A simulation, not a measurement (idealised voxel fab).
Herein follows the process module entitled voxel gate over fins.
We display cut, a cross-section 260 nm in width whose square cells are each 5 nm.
Heads up, the way a cross-section reads in here is a grid of square cells, handed over as bands from the top down, with every band being one or more rows of cells.
Heights first: top, then bottom, in nm. Then materials, left to right, each with a width in nm. "everywhere" on a single material: fills the band edge to edge. "blank": empty space.
Measure heights from 0. That's the level where, below it, the as-received wafer is all one material. The lowest band is bottomless and extends downward; write it as in "0..down".
The two numbers in a width such as "30 to 40" mark its ends across the band: the first belongs to the top row of cells, the second to the bottom row, and from each row to the next the width moves by the same amount.
The cross-section has no changed cell in any step marked "no modification".
Voids not open to the top, 8 cells minimum: see "Enclosed void inventory". Written width x height at distance; distance is from the left edge; nm.
Whatever follows a step's settings on its line is a remark the simulator itself makes about that step.
overlay nm: mask offset rightward from planned place, masked step; negative means leftward offset.

## The following list gives the planned process steps
| 1 | RECEIVE with material Si |
| 2 | CONFORMAL_DEP with material SiN, thk nm 10 |
| 3 | DIRECTIONAL_DEP with material aC, thk nm 10 |
| 4 | PATTERN with tone cover, mask id FINS, material resist, width nm 15, pitch nm 40, thk nm 30, overlay nm 0 |
| 5 | DIRECTIONAL_ETCH with etch materials aC, depth nm 10 |
| 6 | STRIP with etch materials resist |
| 7 | DIRECTIONAL_ETCH with etch materials SiN, depth nm 10 |
| 8 | DIRECTIONAL_ETCH with etch materials Si, depth nm 30 |
| 9 | STRIP with etch materials aC |
| 10 | FILL_DEP with material SiO2, thk nm 5 |
| 11 | CMP with height nm 10 |
| 12 | SELECTIVE_ETCH with etch materials SiO2, depth nm 25 |
| 13 | STRIP with etch materials SiN |
| 14 | CONFORMAL_DEP with material HfO2, thk nm 5 |
| 15 | CONFORMAL_DEP with material TiN, thk nm 5 |
| 16 | CONFORMAL_DEP with material TiAl, thk nm 5 |
| 17 | CONFORMAL_DEP with material TiN, thk nm 5 |
| 18 | FILL_DEP with material W, thk nm 10 |
| 19 | CMP with height nm 25 |
| 20 | CONFORMAL_DEP with material SiCN, thk nm 10 |

## The first wafer of two, processed as planned

## The cross-section here shows the wafer as received, i.e. in its state after step 1
* 0..down = Si everywhere
* Enclosed void inventory: none

## Cross-section through the wafer, step 2 finished
* 10..0 = SiN everywhere
* All layers under 0 are left as they were.

## Cross-section through the wafer, step 3 finished
* 20..10 = aC everywhere
* All layers under 10 are left as they were.

## Cross-section through the wafer, step 4 finished
* 50..20 = blank 100 nm  resist 15 nm  blank 25 nm  resist 15 nm  blank 105 nm
* All layers under 20 are left as they were.

## Cross-section through the wafer, step 5 finished
* 40..20 = blank 100 nm  resist 15 nm  blank 25 nm  resist 15 nm  blank 105 nm
* 20..10 = blank 100 nm  aC 15 nm  blank 25 nm  aC 15 nm  blank 105 nm
* All layers under 10 are left as they were.

## Cross-section through the wafer, step 6 finished
* 20..10 = blank 100 nm  aC 15 nm  blank 25 nm  aC 15 nm  blank 105 nm
* All layers under 10 are left as they were.

## Cross-section through the wafer, step 7 finished
* 20..10 = blank 100 nm  aC 15 nm  blank 25 nm  aC 15 nm  blank 105 nm
* 10..0 = blank 100 nm  SiN 15 nm  blank 25 nm  SiN 15 nm  blank 105 nm
* All layers under 0 are left as they were.

## Cross-section through the wafer, step 8 finished
* 20..10 = blank 100 nm  aC 15 nm  blank 25 nm  aC 15 nm  blank 105 nm
* 10..0 = blank 100 nm  SiN 15 nm  blank 25 nm  SiN 15 nm  blank 105 nm
* 0..-30 = blank 100 nm  Si 15 nm  blank 25 nm  Si 15 nm  blank 105 nm
* All layers under -30 are left as they were.

## Cross-section through the wafer, step 9 finished
* 10..0 = blank 100 nm  SiN 15 nm  blank 25 nm  SiN 15 nm  blank 105 nm
* All layers under 0 are left as they were.

## Cross-section through the wafer, step 10 finished
* 15..10 = SiO2 everywhere
* 10..0 = SiO2 100 nm  SiN 15 nm  SiO2 25 nm  SiN 15 nm  SiO2 105 nm
* 0..-30 = SiO2 100 nm  Si 15 nm  SiO2 25 nm  Si 15 nm  SiO2 105 nm
* All layers under -30 are left as they were.

## Cross-section through the wafer, step 11 finished
* 10..0 = SiO2 100 nm  SiN 15 nm  SiO2 25 nm  SiN 15 nm  SiO2 105 nm
* All layers under 0 are left as they were.

## Cross-section through the wafer, step 12 finished
* 10..0 = blank 100 nm  SiN 15 nm  blank 25 nm  SiN 15 nm  blank 105 nm
* 0..-15 = blank 100 nm  Si 15 nm  blank 25 nm  Si 15 nm  blank 105 nm
* All layers under -15 are left as they were.

## Cross-section through the wafer, step 13 finished
* 0..-15 = blank 100 nm  Si 15 nm  blank 25 nm  Si 15 nm  blank 105 nm
* All layers under -15 are left as they were.

## Cross-section through the wafer, step 14 finished
* 5..0 = blank 95 nm  HfO2 25 nm  blank 15 nm  HfO2 25 nm  blank 100 nm
* 0..-10 = blank 95 nm  HfO2 5 nm  Si 15 nm  HfO2 5 nm  blank 15 nm  HfO2 5 nm  Si 15 nm  HfO2 5 nm  blank 100 nm
* -10..-15 = HfO2 100 nm  Si 15 nm  HfO2 25 nm  Si 15 nm  HfO2 105 nm
* All layers under -15 are left as they were.

## Cross-section through the wafer, step 15 finished
* 10..5 = blank 90 nm  TiN 35 nm  blank 5 nm  TiN 35 nm  blank 95 nm
* 5..0 = blank 90 nm  TiN 5 nm  HfO2 25 nm  TiN 5 nm  blank 5 nm  TiN 5 nm  HfO2 25 nm  TiN 5 nm  blank 95 nm
* 0..-5 = blank 90 nm  TiN 5 nm  HfO2 5 nm  Si 15 nm  HfO2 5 nm  TiN 5 nm  blank 5 nm  TiN 5 nm  HfO2 5 nm  Si 15 nm  HfO2 5 nm  TiN 5 nm  blank 95 nm
* -5..-10 = TiN 95 nm  HfO2 5 nm  Si 15 nm  HfO2 5 nm  TiN 15 nm  HfO2 5 nm  Si 15 nm  HfO2 5 nm  TiN 100 nm
* All layers under -10 are left as they were.

## Cross-section through the wafer, step 16 finished
* 15..10 = blank 85 nm  TiAl 85 nm  blank 90 nm
* 10..5 = blank 85 nm  TiAl 5 nm  TiN 35 nm  TiAl 5 nm  TiN 35 nm  TiAl 5 nm  blank 90 nm
* 5..0 = blank 85 nm  TiAl 5 nm  TiN 5 nm  HfO2 25 nm  TiN 5 nm  TiAl 5 nm  TiN 5 nm  HfO2 25 nm  TiN 5 nm  TiAl 5 nm  blank 90 nm
* 0..-5 = TiAl 90 nm  TiN 5 nm  HfO2 5 nm  Si 15 nm  HfO2 5 nm  TiN 5 nm  TiAl 5 nm  TiN 5 nm  HfO2 5 nm  Si 15 nm  HfO2 5 nm  TiN 5 nm  TiAl 95 nm
* All layers under -5 are left as they were.

## Cross-section through the wafer, step 17 finished
* 20..15 = blank 80 nm  TiN 95 nm  blank 85 nm
* 15..10 = blank 80 nm  TiN 5 nm  TiAl 85 nm  TiN 5 nm  blank 85 nm
* 10..5 = blank 80 nm  TiN 5 nm  TiAl 5 nm  TiN 35 nm  TiAl 5 nm  TiN 35 nm  TiAl 5 nm  TiN 5 nm  blank 85 nm
* 5..0 = TiN 85 nm  TiAl 5 nm  TiN 5 nm  HfO2 25 nm  TiN 5 nm  TiAl 5 nm  TiN 5 nm  HfO2 25 nm  TiN 5 nm  TiAl 5 nm  TiN 90 nm
* All layers under 0 are left as they were.

## Cross-section through the wafer, step 18 finished
* 30..20 = W everywhere
* 20..15 = W 80 nm  TiN 95 nm  W 85 nm
* 15..10 = W 80 nm  TiN 5 nm  TiAl 85 nm  TiN 5 nm  W 85 nm
* 10..5 = W 80 nm  TiN 5 nm  TiAl 5 nm  TiN 35 nm  TiAl 5 nm  TiN 35 nm  TiAl 5 nm  TiN 5 nm  W 85 nm
* All layers under 5 are left as they were.

## Cross-section through the wafer, step 19 finished
* 25..20 = W everywhere
* All layers under 20 are left as they were.

## Cross-section through the wafer, step 20 finished
* 35..25 = SiCN everywhere
* All layers under 25 are left as they were.

## Here the second wafer is described. Its start and its plan were those of the first wafer. Its run contained one mistake. Up to and including step 3, it did exactly what the first wafer did

## Second wafer, section view, time point: scheduled end of step 4
* 50..20 = blank 90 nm  resist 15 nm  blank 25 nm  resist 15 nm  blank 115 nm
* All layers under 20 are left as they were.

## Second wafer, section view, time point: scheduled end of step 5
* 40..20 = blank 90 nm  resist 15 nm  blank 25 nm  resist 15 nm  blank 115 nm
* 20..10 = blank 90 nm  aC 15 nm  blank 25 nm  aC 15 nm  blank 115 nm
* All layers under 10 are left as they were.

## Second wafer, section view, time point: scheduled end of step 6
* 20..10 = blank 90 nm  aC 15 nm  blank 25 nm  aC 15 nm  blank 115 nm
* All layers under 10 are left as they were.

## Second wafer, section view, time point: scheduled end of step 7
* 20..10 = blank 90 nm  aC 15 nm  blank 25 nm  aC 15 nm  blank 115 nm
* 10..0 = blank 90 nm  SiN 15 nm  blank 25 nm  SiN 15 nm  blank 115 nm
* All layers under 0 are left as they were.

## Second wafer, section view, time point: scheduled end of step 8
* 20..10 = blank 90 nm  aC 15 nm  blank 25 nm  aC 15 nm  blank 115 nm
* 10..0 = blank 90 nm  SiN 15 nm  blank 25 nm  SiN 15 nm  blank 115 nm
* 0..-30 = blank 90 nm  Si 15 nm  blank 25 nm  Si 15 nm  blank 115 nm
* All layers under -30 are left as they were.

## Second wafer, section view, time point: scheduled end of step 9
* 10..0 = blank 90 nm  SiN 15 nm  blank 25 nm  SiN 15 nm  blank 115 nm
* All layers under 0 are left as they were.

## Second wafer, section view, time point: scheduled end of step 10
* 15..10 = SiO2 everywhere
* 10..0 = SiO2 90 nm  SiN 15 nm  SiO2 25 nm  SiN 15 nm  SiO2 115 nm
* 0..-30 = SiO2 90 nm  Si 15 nm  SiO2 25 nm  Si 15 nm  SiO2 115 nm
* All layers under -30 are left as they were.

## Second wafer, section view, time point: scheduled end of step 11
* 10..0 = SiO2 90 nm  SiN 15 nm  SiO2 25 nm  SiN 15 nm  SiO2 115 nm
* All layers under 0 are left as they were.

## Second wafer, section view, time point: scheduled end of step 12
* 10..0 = blank 90 nm  SiN 15 nm  blank 25 nm  SiN 15 nm  blank 115 nm
* 0..-15 = blank 90 nm  Si 15 nm  blank 25 nm  Si 15 nm  blank 115 nm
* All layers under -15 are left as they were.

## Second wafer, section view, time point: scheduled end of step 13
* 0..-15 = blank 90 nm  Si 15 nm  blank 25 nm  Si 15 nm  blank 115 nm
* All layers under -15 are left as they were.

## Second wafer, section view, time point: scheduled end of step 14
* 5..0 = blank 85 nm  HfO2 25 nm  blank 15 nm  HfO2 25 nm  blank 110 nm
* 0..-10 = blank 85 nm  HfO2 5 nm  Si 15 nm  HfO2 5 nm  blank 15 nm  HfO2 5 nm  Si 15 nm  HfO2 5 nm  blank 110 nm
* -10..-15 = HfO2 90 nm  Si 15 nm  HfO2 25 nm  Si 15 nm  HfO2 115 nm
* All layers under -15 are left as they were.

## Second wafer, section view, time point: scheduled end of step 15
* 10..5 = blank 80 nm  TiN 35 nm  blank 5 nm  TiN 35 nm  blank 105 nm
* 5..0 = blank 80 nm  TiN 5 nm  HfO2 25 nm  TiN 5 nm  blank 5 nm  TiN 5 nm  HfO2 25 nm  TiN 5 nm  blank 105 nm
* 0..-5 = blank 80 nm  TiN 5 nm  HfO2 5 nm  Si 15 nm  HfO2 5 nm  TiN 5 nm  blank 5 nm  TiN 5 nm  HfO2 5 nm  Si 15 nm  HfO2 5 nm  TiN 5 nm  blank 105 nm
* -5..-10 = TiN 85 nm  HfO2 5 nm  Si 15 nm  HfO2 5 nm  TiN 15 nm  HfO2 5 nm  Si 15 nm  HfO2 5 nm  TiN 110 nm
* All layers under -10 are left as they were.

## Second wafer, section view, time point: scheduled end of step 16
* 15..10 = blank 75 nm  TiAl 85 nm  blank 100 nm
* 10..5 = blank 75 nm  TiAl 5 nm  TiN 35 nm  TiAl 5 nm  TiN 35 nm  TiAl 5 nm  blank 100 nm
* 5..0 = blank 75 nm  TiAl 5 nm  TiN 5 nm  HfO2 25 nm  TiN 5 nm  TiAl 5 nm  TiN 5 nm  HfO2 25 nm  TiN 5 nm  TiAl 5 nm  blank 100 nm
* 0..-5 = TiAl 80 nm  TiN 5 nm  HfO2 5 nm  Si 15 nm  HfO2 5 nm  TiN 5 nm  TiAl 5 nm  TiN 5 nm  HfO2 5 nm  Si 15 nm  HfO2 5 nm  TiN 5 nm  TiAl 105 nm
* All layers under -5 are left as they were.

## Second wafer, section view, time point: scheduled end of step 17
* 20..15 = blank 70 nm  TiN 95 nm  blank 95 nm
* 15..10 = blank 70 nm  TiN 5 nm  TiAl 85 nm  TiN 5 nm  blank 95 nm
* 10..5 = blank 70 nm  TiN 5 nm  TiAl 5 nm  TiN 35 nm  TiAl 5 nm  TiN 35 nm  TiAl 5 nm  TiN 5 nm  blank 95 nm
* 5..0 = TiN 75 nm  TiAl 5 nm  TiN 5 nm  HfO2 25 nm  TiN 5 nm  TiAl 5 nm  TiN 5 nm  HfO2 25 nm  TiN 5 nm  TiAl 5 nm  TiN 100 nm
* All layers under 0 are left as they were.

## Second wafer, section view, time point: scheduled end of step 18
* 30..20 = W everywhere
* 20..15 = W 70 nm  TiN 95 nm  W 95 nm
* 15..10 = W 70 nm  TiN 5 nm  TiAl 85 nm  TiN 5 nm  W 95 nm
* 10..5 = W 70 nm  TiN 5 nm  TiAl 5 nm  TiN 35 nm  TiAl 5 nm  TiN 35 nm  TiAl 5 nm  TiN 5 nm  W 95 nm
* All layers under 5 are left as they were.

## Second wafer, section view, time point: scheduled end of step 19
* 25..20 = W everywhere
* All layers under 20 are left as they were.

## Second wafer, section view, time point: scheduled end of step 20
* 35..25 = SiCN everywhere
* All layers under 25 are left as they were.
Short version of what went wrong: step 4: run off-plan, actual operation and settings PATTERN with tone cover, mask id FINS, material resist, width nm 15, pitch nm 40, thk nm 30, overlay nm -10
When the process is done, the second wafer contains the same cell count of every material as the first wafer, but distributed over other locations.
